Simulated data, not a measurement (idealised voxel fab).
Process module under the name voxel ribs on slabs
Displayed cross-section: cut, width of 275 nm, square cells sized 5 nm.
For the purposes of this document, a cross-section shall be understood as a grid of square cells, specified as bands listed in top-to-bottom order, each band consisting of one or more rows of cells. Per band: top height and bottom height in nm, followed by the left-to-right materials and their widths in nm; "edge to edge" marks a single material spanning edge to edge, "air" marks empty space. For the purposes of this specification, 0 denotes the height below which the wafer in its as-received condition is composed wholly of one material, and the lowermost band, lacking a lower limit, extends downward without end, as expressed in "0 down". A width given as "30->40" starts at the first number in the band's top row and ends at the second number in its bottom row, shifting by an equal amount at every step from row to row. "no change", as given for a step, is the statement that not any cell of the cross-section underwent a change during that step. If an empty space has no open way to the top and is at least 8 cells in size, "Voids, enclosed" lists it, written width x height at distance, where distance is measured from the left edge and every value is in nm. The remark found on a step's line after its settings is issued by the simulator itself and pertains to that step. What "overlay nm" on a step's line means: if the step has a mask, that mask lay this far to the right of its planned place, or, when the value is negative, to the left.
### The following list gives the planned process steps
- 1: RECEIVE: material Si
- 2: DIRECTIONAL_DEP: material SiO2, thk nm 20
- 3: DIRECTIONAL_DEP: material polySi, thk nm 15
- 4: MASKED_ETCH: tone cover, mask id RIB, width nm 15, etch materials polySi, depth nm 5, overlay nm 0
- 5: PATTERN: tone cover, mask id SLAB, material resist, width nm 45, thk nm 20, overlay nm 0
- 6: DIRECTIONAL_ETCH: etch materials polySi, depth nm 10
- 7: STRIP: etch materials resist
- 8: FILL_DEP: material SiO2, thk nm 25
- 9: CMP: height nm 55
- 10: DIRECTIONAL_DEP: material W, thk nm 10
- 11: MASKED_ETCH: tone cover, mask id HEATER, width nm 25, etch materials W, depth nm 10, overlay nm 0
- 12: CONFORMAL_DEP: material SiO2, thk nm 5
### Wafer, first of two, run as planned
### Cross-section of the wafer upon arrival, representing the state reached after step 1
* 0 down = Si edge to edge
* Voids, enclosed: none
### after step 2
* 20 to 0 = SiO2 edge to edge
* Below a height of 0, the structure has not been altered.
### after step 3
* 35 to 20 = polySi edge to edge
* Below a height of 20, the structure has not been altered.
### after step 4
* 35 to 30 = 130 air, 15 polySi, 130 air
* Below a height of 30, the structure has not been altered.
### after step 5
* 55 to 35 = 115 air, 45 resist, 115 air
* 35 to 30 = 115 air, 15 resist, 15 polySi, 15 resist, 115 air
* Below a height of 30, the structure has not been altered.
### after step 6
* 55 to 35 = 115 air, 45 resist, 115 air
* 35 to 30 = 115 air, 15 resist, 15 polySi, 15 resist, 115 air
* 30 to 20 = 115 air, 45 polySi, 115 air
* Below a height of 20, the structure has not been altered.
### after step 7
* 35 to 30 = 130 air, 15 polySi, 130 air
* Below a height of 30, the structure has not been altered.
### after step 8
* 60 to 35 = SiO2 edge to edge
* 35 to 30 = 130 SiO2, 15 polySi, 130 SiO2
* 30 to 20 = 115 SiO2, 45 polySi, 115 SiO2
* Below a height of 20, the structure has not been altered.
### after step 9
* 55 to 35 = SiO2 edge to edge
* Below a height of 35, the structure has not been altered.
### after step 10
* 65 to 55 = W edge to edge
* Below a height of 55, the structure has not been altered.
### after step 11
* 65 to 55 = 125 air, 25 W, 125 air
* Below a height of 55, the structure has not been altered.
### after step 12
* 70 to 65 = 120 air, 35 SiO2, 120 air
* 65 to 60 = 120 air, 5 SiO2, 25 W, 5 SiO2, 120 air
* 60 to 55 = 125 SiO2, 25 W, 125 SiO2
* Below a height of 55, the structure has not been altered.
### Second of two: same start, same plan, one run error; steps up to and including 2 match the first
### Second wafer shown in cross-section at the time step 3 was slated to end
* 35 to 0 = SiO2 edge to edge
* Below a height of 0, the structure has not been altered.
Second wafer shown in cross-section at the time step 4 was slated to end: no change
### Second wafer shown in cross-section at the time step 5 was slated to end
* 55 to 35 = 115 air, 45 resist, 115 air
* Below a height of 35, the structure has not been altered.
Second wafer shown in cross-section at the time step 6 was slated to end: no change
### Second wafer shown in cross-section at the time step 7 was slated to end
* 35 to 0 = SiO2 edge to edge
* Below a height of 0, the structure has not been altered.
### Second wafer shown in cross-section at the time step 8 was slated to end
* 60 to 0 = SiO2 edge to edge
* Below a height of 0, the structure has not been altered.
### Second wafer shown in cross-section at the time step 9 was slated to end
* 55 to 0 = SiO2 edge to edge
* Below a height of 0, the structure has not been altered.
### Second wafer shown in cross-section at the time step 10 was slated to end
* 65 to 55 = W edge to edge
* Below a height of 55, the structure has not been altered.
### Second wafer shown in cross-section at the time step 11 was slated to end
* 65 to 55 = 125 air, 25 W, 125 air
* Below a height of 55, the structure has not been altered.
### Second wafer shown in cross-section at the time step 12 was slated to end
* 70 to 65 = 120 air, 35 SiO2, 120 air
* 65 to 60 = 120 air, 5 SiO2, 25 W, 5 SiO2, 120 air
* 60 to 55 = 125 SiO2, 25 W, 125 SiO2
* Below a height of 55, the structure has not been altered.
What was done differently from what was planned? step 3 ran with different settings than intended, the actual operation and settings being DIRECTIONAL_DEP: material SiO2, thk nm 15
Heads up, by the end the second wafer has more or fewer cells of some materials compared to the first: 21 more of SiO2 | 21 fewer of polySi
